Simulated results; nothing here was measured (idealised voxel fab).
The name of this process module is voxel double patterning.
In the cross-section labelled cut, the width is 260 nm and each square cell is 5 nm.
Square cells in a grid make up a cross-section in this document, and the grid is given as bands, listed from the top down, each one or more rows of cells.
Band entry format. Leading values: height of top, height of bottom, nm. Remainder: materials in left-to-right order, each with its width in nm. Special words: "full width" on a single material, which then fills the band edge to edge; "air", empty space.
Counting heights begins at 0, where everything beneath is, in the wafer as received, one material. The lowest band has no bottom; it goes on downwards, as "from 0 down" shows.
Graded width ("30->40"): value in top row of band = first number; value in bottom row = second number; row-to-row change constant.
Reading "remains unaltered" for a step: not a cell of the cross-section changed in it.
Each empty space that has no open way to the top and spans at least 8 cells appears under "Sealed void inventory" as width x height at distance, the distance counted from the left edge, all in nm.
Text after the settings on a step's line: the simulator's own remark on that step.
What "overlay nm" on a step's line means: if the step has a mask, that mask lay this far to the right of its planned place, or, when the value is negative, to the left.

-- List of planned process steps
1: RECEIVE [material Si]
2: CONFORMAL_DEP [material SiO2] [thk nm 5]
3: DIRECTIONAL_DEP [material TiN] [thk nm 20]
4: DIRECTIONAL_DEP [material SiCN] [thk nm 10]
5: DIRECTIONAL_DEP [material aC] [thk nm 15]
6: PATTERN [tone open] [mask id FIRST] [material resist] [width nm 15] [pitch nm 50] [thk nm 30] [overlay nm 0]
7: DIRECTIONAL_ETCH [etch materials aC] [depth nm 15]
8: STRIP [etch materials resist]
9: DIRECTIONAL_ETCH [etch materials SiCN] [depth nm 10]
10: STRIP [etch materials aC]
11: MASKED_ETCH [tone open] [mask id SECOND] [width nm 15] [etch materials SiCN] [depth nm 10] [overlay nm 0]
12: DIRECTIONAL_ETCH [etch materials TiN] [depth nm 20]
13: STRIP [etch materials SiCN]

-- As-received state of the wafer in cross-section, equivalent to post-step 1
    from 0 down | Si full width
    Sealed void inventory: none

-- Cross-section, first of two wafers, end of module, run as planned
    from 25 to 5 | TiN: 95, then air: 15, then TiN: 10, then air: 15, then TiN: 10, then air: 15, then TiN: 100
    from 5 to 0 | SiO2 full width
    from 0 down | Si full width
    Sealed void inventory: none

-- second wafer at the end: like start, like plan, one mistake
    from 25 to 5 | air: 120, then TiN: 15, then air: 125
    from 5 to 0 | SiO2 full width
    from 0 down | Si full width
    Sealed void inventory: none
Want to know what went wrong? contrary to plan, step 11 was performed as MASKED_ETCH [tone cover] [mask id SECOND] [width nm 15] [etch materials SiCN] [depth nm 10] [overlay nm 0]
Final difference in cells, second wafer against first, listed per material as more or fewer: -160 TiN
